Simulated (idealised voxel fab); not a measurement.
Proc. module: voxel self aligned contacts
We display cut, a cross-section 150 nm in width whose square cells are each 5 nm.
For the purposes of this document, a cross-section shall be understood as a grid of square cells, specified as bands listed in top-to-bottom order, each band consisting of one or more rows of cells.
Per band: top height and bottom height in nm, followed by the left-to-right materials and their widths in nm; "everywhere" marks a single material spanning edge to edge, "blank" marks empty space.
All heights in this document are referenced to 0, defined as the level beneath which the wafer, as received, consists entirely of one material. The lowest band is not bounded below; it extends indefinitely downward and is written in the form "top 0, no bottom".
You'd read "30->40" like this: the band's top row of cells is as wide as the first number, its bottom row is as wide as the second, and going down, every row changes width by the same amount as the row before did.
Step marked "no modification"? Then no cell in the cross-section changed in it.
Closed-off voids of 8+ cells (no open route to the top) go in "Enclosed void inventory", written width x height at distance from the left edge, in nm.
On a step's line, text after the settings is the simulator commenting on that step.
overlay nm: mask right of planned place by this much (step with mask). Neg. = left.
### This section lists the process steps that were planned
1,RECEIVE (material Si)
2,CONFORMAL_DEP (material SiO2; thk nm 5)
3,DIRECTIONAL_DEP (material polySi; thk nm 25)
4,DIRECTIONAL_DEP (material SiN; thk nm 20)
5,DIRECTIONAL_DEP (material aC; thk nm 15)
6,PATTERN (tone cover; mask id GATE; material resist; width nm 30; pitch nm 70; thk nm 30; overlay nm 0)
7,DIRECTIONAL_ETCH (etch materials aC; depth nm 15)
8,STRIP (etch materials resist)
9,DIRECTIONAL_ETCH (etch materials SiN; depth nm 20)
10,DIRECTIONAL_ETCH (etch materials polySi; depth nm 25)
11,STRIP (etch materials aC)
12,CONFORMAL_DEP (material SiN; thk nm 10)
13,DIRECTIONAL_ETCH (etch materials SiN; depth nm 10)
14,FILL_DEP (material SiO2; thk nm 10)
15,CMP (height nm 55)
16,MASKED_ETCH (tone open; mask id CONTACT; width nm 50; etch materials SiO2; depth nm 55; overlay nm 0)
17,CONFORMAL_DEP (material TiN; thk nm 5)
18,FILL_DEP (material W; thk nm 10)
19,CMP (height nm 55)
20,CONFORMAL_DEP (material SiCN; thk nm 5)
### Cross-section, incoming material, after step 1
* top 0, no bottom: Si everywhere
* Enclosed void inventory: none
### First of two wafers, end-of-module section, run followed plan
* top 60, bottom 55: SiCN everywhere
* top 55, bottom 50: 50 of SiO2  20 of TiN  10 of W  20 of TiN  50 of SiO2
* top 50, bottom 30: 15 of SiO2  50 of SiN  5 of TiN  10 of W  5 of TiN  50 of SiN  15 of SiO2
* top 30, bottom 5: 15 of SiO2  10 of SiN  30 of polySi  10 of SiN  5 of TiN  10 of W  5 of TiN  10 of SiN  30 of polySi  10 of SiN  15 of SiO2
* top 5, bottom 0: 65 of SiO2  20 of TiN  65 of SiO2
* top 0, no bottom: Si everywhere
* Enclosed void inventory: none
### Now the second wafer, cross-sectioned at the end of the module. Nothing different at the start, nothing different in the plan compared with the first, just one mistake when it was actually run
* top 60, bottom 55: SiCN everywhere
* top 55, bottom 35: 15 of SiO2  10 of SiN  30 of polySi  10 of SiN  5 of TiN  10 of W  5 of TiN  10 of SiN  30 of polySi  10 of SiN  15 of SiO2
* top 35, bottom 30: 15 of SiO2  10 of SiN  30 of polySi  10 of SiN  20 of TiN  10 of SiN  30 of polySi  10 of SiN  15 of SiO2
* top 30, bottom 5: polySi everywhere
* top 5, bottom 0: SiO2 everywhere
* top 0, no bottom: Si everywhere
* Enclosed void inventory: none
What was done differently from what was planned? plan step 3 was twice executed
Wafer comparison, final, in cells, second relative to first, materials more or fewer: -80 SiN; -40 SiO2; -18 TiN; -12 W; +150 polySi
